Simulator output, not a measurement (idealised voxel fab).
process module | voxel spacer lines
cross-section cut | 285 nm wide | cells 5 nm
A cross-section is a grid of square cells, given in bands from the top down. A band is one or more rows of cells.
Each band's line starts with the height of the band's top and of its bottom, in nm. Then come its materials from left to right, each with its width in nm. One material with "throughout" fills the band from edge to edge. "air" is empty space.
Height 0 is the level under which the wafer as received is all one material. The lowest band goes on downwards, as in "0 down".
A width such as "30 to 40" changes by the same amount from each row of cells to the next, from the band's top row to its bottom row.
"no change" after a step means that no cell of the cross-section changed.
closed voids: empty space of 8 cells or more with no open way to the top, each as width x height at its distance from the left edge, in nm
after a step's settings: what the simulator itself notes on the step
overlay nm, on a step with a mask: how far to the right of its planned place the mask lay; to the left if negative
plan
1 op RECEIVE | material Si
2 op CONFORMAL_DEP | material Al2O3 | thk nm 10
3 op DIRECTIONAL_DEP | material W | thk nm 10
4 op DIRECTIONAL_DEP | material polySi | thk nm 30
5 op PATTERN | tone cover | mask id MANDREL | material resist | width nm 20 | pitch nm 60 | thk nm 40 | overlay nm 0
6 op DIRECTIONAL_ETCH | etch materials polySi | depth nm 30
7 op STRIP | etch materials resist
8 op CONFORMAL_DEP | material SiO2 | thk nm 10
9 op DIRECTIONAL_ETCH | etch materials SiO2 | depth nm 10
10 op STRIP | etch materials polySi
11 op DIRECTIONAL_ETCH | etch materials W | depth nm 10
12 op STRIP | etch materials SiO2
first wafer, as planned
as received, after step 1
  0 down: Si throughout
  closed voids: none
after step 2
  10 to 0: Al2O3 throughout
  below 0: unchanged
after step 3
  20 to 10: W throughout
  below 10: unchanged
after step 4
  50 to 20: polySi throughout
  below 20: unchanged
after step 5
  90 to 50: air 100 | resist 20 | air 40 | resist 20 | air 105
  below 50: unchanged
after step 6
  90 to 50: air 100 | resist 20 | air 40 | resist 20 | air 105
  50 to 20: air 100 | polySi 20 | air 40 | polySi 20 | air 105
  below 20: unchanged
after step 7
  50 to 20: air 100 | polySi 20 | air 40 | polySi 20 | air 105
  below 20: unchanged
after step 8
  60 to 50: air 90 | SiO2 40 | air 20 | SiO2 40 | air 95
  50 to 30: air 90 | SiO2 10 | polySi 20 | SiO2 10 | air 20 | SiO2 10 | polySi 20 | SiO2 10 | air 95
  30 to 20: SiO2 100 | polySi 20 | SiO2 40 | polySi 20 | SiO2 105
  below 20: unchanged
after step 9
  50 to 20: air 90 | SiO2 10 | polySi 20 | SiO2 10 | air 20 | SiO2 10 | polySi 20 | SiO2 10 | air 95
  below 20: unchanged
after step 10
  50 to 20: air 90 | SiO2 10 | air 20 | SiO2 10 | air 20 | SiO2 10 | air 20 | SiO2 10 | air 95
  below 20: unchanged
after step 11
  50 to 20: air 90 | SiO2 10 | air 20 | SiO2 10 | air 20 | SiO2 10 | air 20 | SiO2 10 | air 95
  20 to 10: air 90 | W 10 | air 20 | W 10 | air 20 | W 10 | air 20 | W 10 | air 95
  below 10: unchanged
after step 12
  20 to 10: air 90 | W 10 | air 20 | W 10 | air 20 | W 10 | air 20 | W 10 | air 95
  below 10: unchanged
second wafer: like start, like plan, one mistake. Through step 4 it matches the first wafer
when step 5 should have ended
  90 to 50: resist 100 | air 20 | resist 40 | air 20 | resist 105
  below 50: unchanged
when step 6 should have ended
  90 to 50: resist 100 | air 20 | resist 40 | air 20 | resist 105
  50 to 20: polySi 100 | air 20 | polySi 40 | air 20 | polySi 105
  below 20: unchanged
when step 7 should have ended
  50 to 20: polySi 100 | air 20 | polySi 40 | air 20 | polySi 105
  below 20: unchanged
when step 8 should have ended
  60 to 50: SiO2 throughout
  50 to 20: polySi 100 | SiO2 20 | polySi 40 | SiO2 20 | polySi 105
  below 20: unchanged
when step 9 should have ended
  50 to 20: polySi 100 | SiO2 20 | polySi 40 | SiO2 20 | polySi 105
  below 20: unchanged
when step 10 should have ended
  50 to 20: air 100 | SiO2 20 | air 40 | SiO2 20 | air 105
  below 20: unchanged
when step 11 should have ended
  50 to 20: air 100 | SiO2 20 | air 40 | SiO2 20 | air 105
  20 to 10: air 100 | W 20 | air 40 | W 20 | air 105
  below 10: unchanged
when step 12 should have ended
  20 to 10: air 100 | W 20 | air 40 | W 20 | air 105
  below 10: unchanged
what went wrong: step 5 ran as: op PATTERN | tone open | mask id MANDREL | material resist | width nm 20 | pitch nm 60 | thk nm 40 | overlay nm 0
at the end the second wafer has, in cells: as many of each material as the first, in other places
